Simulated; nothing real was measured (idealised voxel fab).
Process module, titled voxel self aligned vias
For reference, the cross-section in this document is cut, with width 220 nm and square cells of 5 nm.
Just so we're on the same page, the cross-sections are grids of square cells, and they're listed out in bands top to bottom, each band one or more rows deep. Within each band entry, the heights of the top and of the bottom of the band appear first, in that order and in nm; the materials of the band then follow from left to right, each with its corresponding width in nm. The designation "throughout" on a single material indicates that it fills the band from edge to edge; the designation "blank" indicates empty space. Height datum 0, below which the as-received substrate wafer is one material. Lowest band open at the bottom, running downward: "0 down". With a width like "30..40", each row of cells in the band differs from the next by the same amount, the top row carrying the first number and the bottom row the second. A step reported as "remained unchanged" is a step in which no cell of the cross-section changed. For the entry "Fully enclosed voids", the listed items are empty spaces with no open way to the top whose size is 8 cells or more; each item follows the pattern width x height at distance, where distance is from the left edge and all three are in nm. Anything after a step's settings on that line? It's the simulator's own note about the step. What "overlay nm" on a step's line means: if the step has a mask, that mask lay this far to the right of its planned place, or, when the value is negative, to the left.
THE PLANNED PROCESS STEPS ARE ENUMERATED HEREUNDER
- 1: RECEIVE | material Si
- 2: CONFORMAL_DEP | material SiO2 | thk nm 10
- 3: CONFORMAL_DEP | material SiCN | thk nm 5
- 4: DIRECTIONAL_DEP | material lowk | thk nm 25
- 5: PATTERN | tone open | mask id LINES | material resist | width nm 20 | pitch nm 55 | thk nm 15 | overlay nm 0
- 6: DIRECTIONAL_ETCH | etch materials lowk | depth nm 25
- 7: STRIP | etch materials resist
- 8: CONFORMAL_DEP | material TiN | thk nm 5
- 9: FILL_DEP | material Ru | thk nm 5
- 10: CMP | height nm 40
- 11: SELECTIVE_ETCH | etch materials W Ru TiN | depth nm 10
- 12: FILL_DEP | material SiN | thk nm 10
- 13: CMP | height nm 40
- 14: DIRECTIONAL_DEP | material lowk | thk nm 20
- 15: MASKED_ETCH | tone open | mask id VIAS | width nm 40 | etch materials lowk | depth nm 20 | overlay nm 0
- 16: MASKED_ETCH | tone open | mask id VIAS | width nm 40 | etch materials SiN | depth nm 10 | overlay nm 0
- 17: CONFORMAL_DEP | material TiN | thk nm 5
- 18: FILL_DEP | material W | thk nm 10
- 19: CMP | height nm 60
- 20: CONFORMAL_DEP | material SiCN | thk nm 5
AS-RECEIVED WAFER CROSS-SECTION (AFTER STEP 1)
- 0 down: Si throughout
- Fully enclosed voids: none
ONE MISTAKE IN RUNNING THE MODULE, OTHERWISE START AND PLAN AS ABOVE: CROSS-SECTION AT THE END
- 60 to 55: SiCN throughout
- 55 to 45: lowk 60; TiN 5; W 30; TiN 5; lowk 120
- 45 to 40: lowk 60; TiN 15; W 10; TiN 15; lowk 120
- 40 to 35: lowk 70; TiN 5; W 10; TiN 5; lowk 35; SiN 20; lowk 75
- 35 to 30: lowk 70; TiN 20; lowk 35; SiN 20; lowk 75
- 30 to 20: lowk 70; TiN 5; Ru 10; TiN 5; lowk 35; TiN 5; Ru 10; TiN 5; lowk 75
- 20 to 15: lowk 70; TiN 20; lowk 35; TiN 20; lowk 75
- 15 to 10: SiCN throughout
- 10 to 0: SiO2 throughout
- 0 down: Si throughout
- Fully enclosed voids: none
what went wrong: step 19 was processed under conditions differing from the plan, specifically as CMP | height nm 55
